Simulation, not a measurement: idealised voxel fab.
Process module heading - voxel wiring stack
This is section cut - it's 210 nm across, gridded in 5 nm square cells.
A cross-section is a grid of square cells, given in bands from the top down. A band is one or more rows of cells.
Quick guide to a band line: top height, bottom height (nm) up front; then every material left to right with its width in nm. Only one material and it's marked "throughout"? Then it fills the band edge to edge. And "air" just means empty space.
For the purposes of this specification, 0 denotes the height below which the wafer in its as-received condition is composed wholly of one material, and the lowermost band, lacking a lower limit, extends downward without end, as expressed in "0 and below".
The two numbers in a width such as "30 to 40" mark its ends across the band: the first belongs to the top row of cells, the second to the bottom row, and from each row to the next the width moves by the same amount.
Given "no alteration" for a step, no cell of the cross-section differs between before and after that step.
Empty spaces without an open route to the top, at least 8 cells in extent, make up the entry "Closed void list"; each is given as width x height at distance, where the distance is measured from the left edge, and all are in nm.
The remark found on a step's line after its settings is issued by the simulator itself and pertains to that step.
overlay nm: on a step with a mask, how far right of its planned place the mask lay; negative means left.

**So here's the lineup of process steps we planned**
1) op RECEIVE | material Si
2) op CONFORMAL_DEP | material SiO2 | thk nm 15
3) op DIRECTIONAL_DEP | material TiN | thk nm 5
4) op DIRECTIONAL_DEP | material Ru | thk nm 20
5) op MASKED_ETCH | tone cover | mask id METAL_1 | width nm 30 | pitch nm 60 | etch materials Ru | depth nm 20 | overlay nm 0
6) op MASKED_ETCH | tone cover | mask id METAL_1 | width nm 30 | pitch nm 60 | etch materials TiN | depth nm 5 | overlay nm 0
7) op CONFORMAL_DEP | material SiCN | thk nm 5
8) op FILL_DEP | material SiO2 | thk nm 5
9) op CMP | height nm 40
10) op CONFORMAL_DEP | material SiCN | thk nm 5
11) op DIRECTIONAL_DEP | material SiO2 | thk nm 10
12) op MASKED_ETCH | tone open | mask id PLUG_1 | width nm 15 | etch materials SiO2 | depth nm 10 | overlay nm 0
13) op MASKED_ETCH | tone open | mask id PLUG_1 | width nm 15 | etch materials SiCN | depth nm 5 | overlay nm 0
14) op EPI | material Ru | thk nm 10
15) op EPI | material Ru | thk nm 5
16) op CONFORMAL_DEP | material SiN | thk nm 5
17) op DIRECTIONAL_DEP | material lowk | thk nm 20
18) op MASKED_ETCH | tone open | mask id METAL_2 | width nm 30 | pitch nm 60 | etch materials lowk | depth nm 20 | overlay nm 0
19) op MASKED_ETCH | tone open | mask id METAL_2 | width nm 30 | pitch nm 60 | etch materials SiN | depth nm 5 | overlay nm -15
20) op CONFORMAL_DEP | material TiN | thk nm 5
21) op FILL_DEP | material Cu | thk nm 10
22) op CMP | height nm 80
23) op EPI | material Ru | thk nm 5
24) op FILL_DEP | material SiCN | thk nm 5
Split variable: overlay nm, step 19. Plan value = first wafer. Wafers start alike.

**Step 1 complete: as-received cross-section of the first of several wafers**
> 0 and below: Si throughout
> Closed void list: none

**After the module's final step, step 24: the first of several wafers in cross-section**
> 90 down to 85: SiCN throughout
> 85 down to 80: 55 SiCN, 40 Ru, 20 SiCN, 40 Ru, 55 SiCN
> 80 down to 65: 60 lowk, 5 TiN, 20 Cu, 5 TiN, 30 lowk, 5 TiN, 20 Cu, 5 TiN, 60 lowk
> 65 down to 60: 60 lowk, 5 TiN, 5 Cu, 20 TiN, 30 lowk, 5 TiN, 5 Cu, 20 TiN, 60 lowk
> 60 down to 55: 60 SiN, 15 TiN, 45 SiN, 15 TiN, 75 SiN
> 55 down to 45: 60 SiO2, 15 Ru, 135 SiO2
> 45 down to 40: 60 SiCN, 15 Ru, 135 SiCN
> 40 down to 20: 55 SiO2, 5 SiCN, 30 Ru, 5 SiCN, 20 SiO2, 5 SiCN, 30 Ru, 5 SiCN, 55 SiO2
> 20 down to 15: 60 SiCN, 30 TiN, 30 SiCN, 30 TiN, 60 SiCN
> 15 down to 0: SiO2 throughout
> 0 and below: Si throughout
> Closed void list: none

**The module's end: a cross-section of the last wafer**
> 90 down to 85: SiCN throughout
> 85 down to 80: 55 SiCN, 40 Ru, 20 SiCN, 40 Ru, 55 SiCN
> 80 down to 65: 60 lowk, 5 TiN, 20 Cu, 5 TiN, 30 lowk, 5 TiN, 20 Cu, 5 TiN, 60 lowk
> 65 down to 60: 60 lowk, 20 TiN, 5 Cu, 5 TiN, 30 lowk, 20 TiN, 5 Cu, 5 TiN, 60 lowk
> 60 down to 55: 75 SiN, 15 TiN, 45 SiN, 15 TiN, 60 SiN
> 55 down to 45: 60 SiO2, 15 Ru, 135 SiO2
> 45 down to 40: 60 SiCN, 15 Ru, 135 SiCN
> 40 down to 20: 55 SiO2, 5 SiCN, 30 Ru, 5 SiCN, 20 SiO2, 5 SiCN, 30 Ru, 5 SiCN, 55 SiO2
> 20 down to 15: 60 SiCN, 30 TiN, 30 SiCN, 30 TiN, 60 SiCN
> 15 down to 0: SiO2 throughout
> 0 and below: Si throughout
> Closed void list: none

**Heads up, this table goes wafer by wafer. A row tells you, at the end of the module, how many cells of each material that wafer has put on (+) or dropped (-) since it was received, and then its closed voids**
overlay nm -15; +26 Cu; +73 Ru; +153 SiCN; +36 SiN; +308 SiO2; +40 TiN; +120 lowk; Closed void list: none
overlay nm -10; +28 Cu; +73 Ru; +153 SiCN; +34 SiN; +308 SiO2; +40 TiN; +120 lowk; Closed void list: none
overlay nm -5; +30 Cu; +73 Ru; +153 SiCN; +32 SiN; +308 SiO2; +40 TiN; +120 lowk; Closed void list: none
overlay nm 0; +32 Cu; +73 Ru; +153 SiCN; +30 SiN; +308 SiO2; +40 TiN; +120 lowk; Closed void list: none
overlay nm 5; +30 Cu; +73 Ru; +153 SiCN; +32 SiN; +308 SiO2; +40 TiN; +120 lowk; Closed void list: none
overlay nm 10; +28 Cu; +73 Ru; +153 SiCN; +34 SiN; +308 SiO2; +40 TiN; +120 lowk; Closed void list: none
overlay nm 15; +26 Cu; +73 Ru; +153 SiCN; +36 SiN; +308 SiO2; +40 TiN; +120 lowk; Closed void list: none
